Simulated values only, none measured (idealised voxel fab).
A process module follows: voxel gate over fins.
Cross-section cut: width 280 nm, square cells of 5 nm.
How to read a cross-section here: the picture is a grid of square cells, written as bands going from the top down, and any band can span one or more rows of cells. What a band's entry tells you: where the top is and where the bottom is, as heights in nm, and after that what lies inside, material by material from left to right, each with its width in nm. Empty space is written as the word "blank", and a single material marked with the word "all across" occupies the band from edge to edge. Height datum 0, below which the as-received substrate wafer is one material. Lowest band open at the bottom, running downward: "0 and below". It should be noted that a width expressed as "30..40" varies in equal increments from row to row of cells within the band, taking the value of the first number at the top row and that of the second number at the bottom row. Any step labelled "nothing got changed" changed none of the cells in the cross-section. Voids, fully enclosed: empty space of 8 cells or more with no open way to the top, each as width x height at its distance from the left edge, in nm. On a step's line, text after the settings is the simulator commenting on that step. What "overlay nm" on a step's line means: if the step has a mask, that mask lay this far to the right of its planned place, or, when the value is negative, to the left.

This section lists the process steps that were planned
1: RECEIVE [material Si]
2: CONFORMAL_DEP [material SiN] [thk nm 10]
3: PATTERN [tone cover] [mask id FINS] [material resist] [width nm 15] [pitch nm 40] [thk nm 20] [overlay nm 0]
4: DIRECTIONAL_ETCH [etch materials SiN] [depth nm 10]
5: DIRECTIONAL_ETCH [etch materials Si] [depth nm 40]
6: STRIP [etch materials resist]
7: FILL_DEP [material SiO2] [thk nm 15]
8: CMP [height nm 10]
9: SELECTIVE_ETCH [etch materials SiO2] [depth nm 20]
10: STRIP [etch materials SiN]
11: CONFORMAL_DEP [material HfO2] [thk nm 5]
12: CONFORMAL_DEP [material TiN] [thk nm 5]
13: FILL_DEP [material W] [thk nm 10]
14: CMP [height nm 15]
15: CONFORMAL_DEP [material SiCN] [thk nm 10]

The cross-section here shows the wafer as received, i.e. in its state after step 1
0 and below | Si all across
Voids, fully enclosed: none

Final wafer profile in cross-section after the module, from the same start and plan as above, with one mistake made during processing
25 down to 15 | SiCN all across
15 down to 10 | HfO2 all across
10 down to 0 | W all across
0 and below | Si all across
Voids, fully enclosed: none
In executing the process, a mistake was made relative to the plan: step 2 ran differently from the plan; actual operation with settings: CONFORMAL_DEP [material W] [thk nm 10]
